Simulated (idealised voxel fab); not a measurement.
Herein follows the process module entitled voxel air gaps.
cross-section cut | 185 nm wide | cells 5 nm
Cross-section format: a grid of square cells, given as bands from top to bottom; each band is one or more rows of cells. Look at the band entry: it leads with the top's height and the bottom's height in nm. Then it lists the materials left to right, with a width in nm for each. The word "throughout" on a single material says that material fills the band edge to edge. The word "empty" is empty space. Zero point of the height axis is 0; under it, received wafer = one material. Lowest band: continues down indefinitely, "0..down". Read "30 to 40" as a graded width: first number on top, second number at the bottom, same change between each pair of neighbouring rows. "nothing different" -> step changed no cross-section cell. In "Enclosed void list" the enclosed voids are listed, meaning empty spaces of 8 cells or larger without any opening to the top. The form is width x height at distance, distance from the left edge, units nm. Text after the settings on a step's line: the simulator's own remark on that step. What "overlay nm" on a step's line means: if the step has a mask, that mask lay this far to the right of its planned place, or, when the value is negative, to the left.
Listed below are the process steps as planned:
1) RECEIVE | material Si
2) CONFORMAL_DEP | material SiO2 | thk nm 15
3) CONFORMAL_DEP | material SiCN | thk nm 5
4) DIRECTIONAL_DEP | material lowk | thk nm 40
5) DIRECTIONAL_DEP | material aC | thk nm 10
6) PATTERN | tone open | mask id LINES | material resist | width nm 20 | pitch nm 45 | thk nm 30 | overlay nm 0
7) DIRECTIONAL_ETCH | etch materials aC | depth nm 10
8) STRIP | etch materials resist
9) DIRECTIONAL_ETCH | etch materials lowk | depth nm 40
10) STRIP | etch materials aC
11) CONFORMAL_DEP | material TiN | thk nm 5
12) FILL_DEP | material Cu | thk nm 10
13) CMP | height nm 60
14) EPI | material Ru | thk nm 10
15) SELECTIVE_ETCH | etch materials lowk | depth nm 50
16) CONFORMAL_DEP | material SiCN | thk nm 5
The first of two wafers, run as planned:
Cross-section, incoming material, after step 1:
* 0..down = Si throughout
* Enclosed void list: none
The wafer in cross-section once step 2 is complete:
* 15..0 = SiO2 throughout
* Below 0 it's all the same as before, nothing changed down there.
The wafer in cross-section once step 3 is complete:
* 20..15 = SiCN throughout
* Below 15 it's all the same as before, nothing changed down there.
The wafer in cross-section once step 4 is complete:
* 60..20 = lowk throughout
* Below 20 it's all the same as before, nothing changed down there.
The wafer in cross-section once step 5 is complete:
* 70..60 = aC throughout
* Below 60 it's all the same as before, nothing changed down there.
The wafer in cross-section once step 6 is complete:
* 100..70 = resist 35 nm; empty 20 nm; resist 25 nm; empty 20 nm; resist 25 nm; empty 20 nm; resist 40 nm
* Below 70 it's all the same as before, nothing changed down there.
The wafer in cross-section once step 7 is complete:
* 90..70 = resist 35 nm; empty 20 nm; resist 25 nm; empty 20 nm; resist 25 nm; empty 20 nm; resist 40 nm
* 70..60 = aC 35 nm; empty 20 nm; aC 25 nm; empty 20 nm; aC 25 nm; empty 20 nm; aC 40 nm
* Below 60 it's all the same as before, nothing changed down there.
The wafer in cross-section once step 8 is complete:
* 70..60 = aC 35 nm; empty 20 nm; aC 25 nm; empty 20 nm; aC 25 nm; empty 20 nm; aC 40 nm
* Below 60 it's all the same as before, nothing changed down there.
The wafer in cross-section once step 9 is complete:
* 70..60 = aC 35 nm; empty 20 nm; aC 25 nm; empty 20 nm; aC 25 nm; empty 20 nm; aC 40 nm
* 60..20 = lowk 35 nm; empty 20 nm; lowk 25 nm; empty 20 nm; lowk 25 nm; empty 20 nm; lowk 40 nm
* Below 20 it's all the same as before, nothing changed down there.
The wafer in cross-section once step 10 is complete:
* 60..20 = lowk 35 nm; empty 20 nm; lowk 25 nm; empty 20 nm; lowk 25 nm; empty 20 nm; lowk 40 nm
* Below 20 it's all the same as before, nothing changed down there.
The wafer in cross-section once step 11 is complete:
* 65..60 = TiN 40 nm; empty 10 nm; TiN 35 nm; empty 10 nm; TiN 35 nm; empty 10 nm; TiN 45 nm
* 60..25 = lowk 35 nm; TiN 5 nm; empty 10 nm; TiN 5 nm; lowk 25 nm; TiN 5 nm; empty 10 nm; TiN 5 nm; lowk 25 nm; TiN 5 nm; empty 10 nm; TiN 5 nm; lowk 40 nm
* 25..20 = lowk 35 nm; TiN 20 nm; lowk 25 nm; TiN 20 nm; lowk 25 nm; TiN 20 nm; lowk 40 nm
* Below 20 it's all the same as before, nothing changed down there.
The wafer in cross-section once step 12 is complete:
* 75..65 = Cu throughout
* 65..60 = TiN 40 nm; Cu 10 nm; TiN 35 nm; Cu 10 nm; TiN 35 nm; Cu 10 nm; TiN 45 nm
* 60..25 = lowk 35 nm; TiN 5 nm; Cu 10 nm; TiN 5 nm; lowk 25 nm; TiN 5 nm; Cu 10 nm; TiN 5 nm; lowk 25 nm; TiN 5 nm; Cu 10 nm; TiN 5 nm; lowk 40 nm
* Below 25 it's all the same as before, nothing changed down there.
The wafer in cross-section once step 13 is complete:
* 60..25 = lowk 35 nm; TiN 5 nm; Cu 10 nm; TiN 5 nm; lowk 25 nm; TiN 5 nm; Cu 10 nm; TiN 5 nm; lowk 25 nm; TiN 5 nm; Cu 10 nm; TiN 5 nm; lowk 40 nm
* Below 25 it's all the same as before, nothing changed down there.
The wafer in cross-section once step 14 is complete:
* 70..60 = empty 25 nm; Ru 40 nm; empty 5 nm; Ru 40 nm; empty 5 nm; Ru 40 nm; empty 30 nm
* Below 60 it's all the same as before, nothing changed down there.
The wafer in cross-section once step 15 is complete:
* 70..60 = empty 25 nm; Ru 40 nm; empty 5 nm; Ru 40 nm; empty 5 nm; Ru 40 nm; empty 30 nm
* 60..25 = empty 35 nm; TiN 5 nm; Cu 10 nm; TiN 5 nm; empty 25 nm; TiN 5 nm; Cu 10 nm; TiN 5 nm; empty 25 nm; TiN 5 nm; Cu 10 nm; TiN 5 nm; empty 40 nm
* 25..20 = empty 35 nm; TiN 20 nm; empty 25 nm; TiN 20 nm; empty 25 nm; TiN 20 nm; empty 40 nm
* Below 20 it's all the same as before, nothing changed down there.
The wafer in cross-section once step 16 is complete:
* 75..70 = empty 20 nm; SiCN 140 nm; empty 25 nm
* 70..60 = empty 20 nm; SiCN 5 nm; Ru 40 nm; SiCN 5 nm; Ru 40 nm; SiCN 5 nm; Ru 40 nm; SiCN 5 nm; empty 25 nm
* 60..55 = empty 20 nm; SiCN 15 nm; TiN 5 nm; Cu 10 nm; TiN 5 nm; SiCN 25 nm; TiN 5 nm; Cu 10 nm; TiN 5 nm; SiCN 25 nm; TiN 5 nm; Cu 10 nm; TiN 5 nm; SiCN 15 nm; empty 25 nm
* 55..25 = empty 30 nm; SiCN 5 nm; TiN 5 nm; Cu 10 nm; TiN 5 nm; SiCN 5 nm; empty 15 nm; SiCN 5 nm; TiN 5 nm; Cu 10 nm; TiN 5 nm; SiCN 5 nm; empty 15 nm; SiCN 5 nm; TiN 5 nm; Cu 10 nm; TiN 5 nm; SiCN 5 nm; empty 35 nm
* 25..20 = SiCN 35 nm; TiN 20 nm; SiCN 25 nm; TiN 20 nm; SiCN 25 nm; TiN 20 nm; SiCN 40 nm
* Below 20 it's all the same as before, nothing changed down there.
* Enclosed void list: 15 x 30 at 60; 15 x 30 at 105
Second wafer: same start and same plan as the first, one execution error; identical to the first through step 5:
Second wafer at the planned finish of step 6, seen in cross-section:
* 100..70 = resist 40 nm; empty 20 nm; resist 25 nm; empty 20 nm; resist 25 nm; empty 20 nm; resist 35 nm
* Below 70 it's all the same as before, nothing changed down there.
Second wafer at the planned finish of step 7, seen in cross-section:
* 90..70 = resist 40 nm; empty 20 nm; resist 25 nm; empty 20 nm; resist 25 nm; empty 20 nm; resist 35 nm
* 70..60 = aC 40 nm; empty 20 nm; aC 25 nm; empty 20 nm; aC 25 nm; empty 20 nm; aC 35 nm
* Below 60 it's all the same as before, nothing changed down there.
Second wafer at the planned finish of step 8, seen in cross-section:
* 70..60 = aC 40 nm; empty 20 nm; aC 25 nm; empty 20 nm; aC 25 nm; empty 20 nm; aC 35 nm
* Below 60 it's all the same as before, nothing changed down there.
Second wafer at the planned finish of step 9, seen in cross-section:
* 70..60 = aC 40 nm; empty 20 nm; aC 25 nm; empty 20 nm; aC 25 nm; empty 20 nm; aC 35 nm
* 60..20 = lowk 40 nm; empty 20 nm; lowk 25 nm; empty 20 nm; lowk 25 nm; empty 20 nm; lowk 35 nm
* Below 20 it's all the same as before, nothing changed down there.
Second wafer at the planned finish of step 10, seen in cross-section:
* 60..20 = lowk 40 nm; empty 20 nm; lowk 25 nm; empty 20 nm; lowk 25 nm; empty 20 nm; lowk 35 nm
* Below 20 it's all the same as before, nothing changed down there.
Second wafer at the planned finish of step 11, seen in cross-section:
* 65..60 = TiN 45 nm; empty 10 nm; TiN 35 nm; empty 10 nm; TiN 35 nm; empty 10 nm; TiN 40 nm
* 60..25 = lowk 40 nm; TiN 5 nm; empty 10 nm; TiN 5 nm; lowk 25 nm; TiN 5 nm; empty 10 nm; TiN 5 nm; lowk 25 nm; TiN 5 nm; empty 10 nm; TiN 5 nm; lowk 35 nm
* 25..20 = lowk 40 nm; TiN 20 nm; lowk 25 nm; TiN 20 nm; lowk 25 nm; TiN 20 nm; lowk 35 nm
* Below 20 it's all the same as before, nothing changed down there.
Second wafer at the planned finish of step 12, seen in cross-section:
* 75..65 = Cu throughout
* 65..60 = TiN 45 nm; Cu 10 nm; TiN 35 nm; Cu 10 nm; TiN 35 nm; Cu 10 nm; TiN 40 nm
* 60..25 = lowk 40 nm; TiN 5 nm; Cu 10 nm; TiN 5 nm; lowk 25 nm; TiN 5 nm; Cu 10 nm; TiN 5 nm; lowk 25 nm; TiN 5 nm; Cu 10 nm; TiN 5 nm; lowk 35 nm
* Below 25 it's all the same as before, nothing changed down there.
Second wafer at the planned finish of step 13, seen in cross-section:
* 60..25 = lowk 40 nm; TiN 5 nm; Cu 10 nm; TiN 5 nm; lowk 25 nm; TiN 5 nm; Cu 10 nm; TiN 5 nm; lowk 25 nm; TiN 5 nm; Cu 10 nm; TiN 5 nm; lowk 35 nm
* Below 25 it's all the same as before, nothing changed down there.
Second wafer at the planned finish of step 14, seen in cross-section:
* 70..60 = empty 30 nm; Ru 40 nm; empty 5 nm; Ru 40 nm; empty 5 nm; Ru 40 nm; empty 25 nm
* Below 60 it's all the same as before, nothing changed down there.
Second wafer at the planned finish of step 15, seen in cross-section:
* 70..60 = empty 30 nm; Ru 40 nm; empty 5 nm; Ru 40 nm; empty 5 nm; Ru 40 nm; empty 25 nm
* 60..25 = empty 40 nm; TiN 5 nm; Cu 10 nm; TiN 5 nm; empty 25 nm; TiN 5 nm; Cu 10 nm; TiN 5 nm; empty 25 nm; TiN 5 nm; Cu 10 nm; TiN 5 nm; empty 35 nm
* 25..20 = empty 40 nm; TiN 20 nm; empty 25 nm; TiN 20 nm; empty 25 nm; TiN 20 nm; empty 35 nm
* Below 20 it's all the same as before, nothing changed down there.
Second wafer at the planned finish of step 16, seen in cross-section:
* 75..70 = empty 25 nm; SiCN 140 nm; empty 20 nm
* 70..60 = empty 25 nm; SiCN 5 nm; Ru 40 nm; SiCN 5 nm; Ru 40 nm; SiCN 5 nm; Ru 40 nm; SiCN 5 nm; empty 20 nm
* 60..55 = empty 25 nm; SiCN 15 nm; TiN 5 nm; Cu 10 nm; TiN 5 nm; SiCN 25 nm; TiN 5 nm; Cu 10 nm; TiN 5 nm; SiCN 25 nm; TiN 5 nm; Cu 10 nm; TiN 5 nm; SiCN 15 nm; empty 20 nm
* 55..25 = empty 35 nm; SiCN 5 nm; TiN 5 nm; Cu 10 nm; TiN 5 nm; SiCN 5 nm; empty 15 nm; SiCN 5 nm; TiN 5 nm; Cu 10 nm; TiN 5 nm; SiCN 5 nm; empty 15 nm; SiCN 5 nm; TiN 5 nm; Cu 10 nm; TiN 5 nm; SiCN 5 nm; empty 30 nm
* 25..20 = SiCN 40 nm; TiN 20 nm; SiCN 25 nm; TiN 20 nm; SiCN 25 nm; TiN 20 nm; SiCN 35 nm
* Below 20 it's all the same as before, nothing changed down there.
* Enclosed void list: 15 x 30 at 65; 15 x 30 at 110
Where did the run depart from the plan? it should be noted that step 6 was executed with settings other than those planned, the operation and settings actually applied being PATTERN | tone open | mask id LINES | material resist | width nm 20 | pitch nm 45 | thk nm 30 | overlay nm 5
End check, second vs first wafer: material counts in cells match, positions do not.
